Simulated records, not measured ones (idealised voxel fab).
The process module presented herein is designated voxel tone inversion.
Cross-section cut: width 180 nm, square cells of 5 nm.
Each cross-section below is a grid of square cells, stated as bands in top-down order, with one or more rows of cells making up each band. A band entry consists of two parts. The first gives the height of the band's top and the height of its bottom, in nm. The rest lists the band's materials from left to right, each with its width in nm. A single material labelled with the word "full width" fills the band from edge to edge, and the word "empty" marks empty space. Heights from 0 (as-received wafer is one material below). Bottom band endless downward, as "from 0 down". Top row gets the first number, bottom row gets the second, and each row in between changes by the same step: that is how a band width like "30->40" works. What does "changes: none" mean for a step? It means no cell of the cross-section changed in that step. So "Enclosed void list" is basically the list of trapped voids: any empty space of 8 cells or more that can't reach the top through an opening. They're written width x height at distance, the distance being from the left edge, and it's all nm. Past the settings on a step's line: simulator remark, on that step. overlay nm: mask right of planned place by this much (step with mask). Neg. = left.
Steps in the process plan:
1) op RECEIVE | material Si
2) op CONFORMAL_DEP | material SiN | thk nm 5
3) op DIRECTIONAL_DEP | material aC | thk nm 15
4) op PATTERN | tone cover | mask id POSTS | material resist | width nm 15 | pitch nm 40 | thk nm 20 | overlay nm 0
5) op DIRECTIONAL_ETCH | etch materials aC | depth nm 15
6) op STRIP | etch materials resist
7) op FILL_DEP | material SiO2 | thk nm 5
8) op CMP | height nm 20
9) op STRIP | etch materials aC
First wafer, two in total, run as planned:
Wafer as received: cross-section following step 1:
* from 0 down  Si full width
* Enclosed void list: none
How the wafer stands in section after step 2:
* from 5 to 0  SiN full width
* Under the height 0 nothing was changed.
How the wafer stands in section after step 3:
* from 20 to 5  aC full width
* Under the height 5 nothing was changed.
How the wafer stands in section after step 4:
* from 40 to 20  40 of empty, 15 of resist, 25 of empty, 15 of resist, 25 of empty, 15 of resist, 45 of empty
* Under the height 20 nothing was changed.
How the wafer stands in section after step 5:
* from 25 to 20  40 of empty, 15 of resist, 25 of empty, 15 of resist, 25 of empty, 15 of resist, 45 of empty
* from 20 to 5  40 of empty, 15 of aC, 25 of empty, 15 of aC, 25 of empty, 15 of aC, 45 of empty
* Under the height 5 nothing was changed.
How the wafer stands in section after step 6:
* from 20 to 5  40 of empty, 15 of aC, 25 of empty, 15 of aC, 25 of empty, 15 of aC, 45 of empty
* Under the height 5 nothing was changed.
How the wafer stands in section after step 7:
* from 25 to 20  SiO2 full width
* from 20 to 5  40 of SiO2, 15 of aC, 25 of SiO2, 15 of aC, 25 of SiO2, 15 of aC, 45 of SiO2
* Under the height 5 nothing was changed.
How the wafer stands in section after step 8:
* from 20 to 5  40 of SiO2, 15 of aC, 25 of SiO2, 15 of aC, 25 of SiO2, 15 of aC, 45 of SiO2
* Under the height 5 nothing was changed.
How the wafer stands in section after step 9:
* from 20 to 5  40 of SiO2, 15 of empty, 25 of SiO2, 15 of empty, 25 of SiO2, 15 of empty, 45 of SiO2
* Under the height 5 nothing was changed.
Second of two: same start, same plan, one run error; steps up to and including 2 match the first:
The second wafer cut through, at the time step 3 was supposed to be finished:
* from 20 to 5  SiO2 full width
* Under the height 5 nothing was changed.
The second wafer cut through, at the time step 4 was supposed to be finished:
* from 40 to 20  40 of empty, 15 of resist, 25 of empty, 15 of resist, 25 of empty, 15 of resist, 45 of empty
* Under the height 20 nothing was changed.
The second wafer cut through, at the time step 5 was supposed to be finished:
* from 25 to 20  40 of empty, 15 of resist, 25 of empty, 15 of resist, 25 of empty, 15 of resist, 45 of empty
* Under the height 20 nothing was changed.
The second wafer cut through, at the time step 6 was supposed to be finished:
* from 20 to 5  SiO2 full width
* Under the height 5 nothing was changed.
The second wafer cut through, at the time step 7 was supposed to be finished:
* from 25 to 5  SiO2 full width
* Under the height 5 nothing was changed.
The second wafer cut through, at the time step 8 was supposed to be finished:
* from 20 to 5  SiO2 full width
* Under the height 5 nothing was changed.
The second wafer cut through, at the time step 9 was supposed to be finished: changes: none
Against the plan, the run slipped here: step 3, actual vs plan mismatch, actual run op DIRECTIONAL_DEP | material SiO2 | thk nm 15
End check, counted in cells, second wafer has more or fewer of these materials than the first: SiO2: 27 more
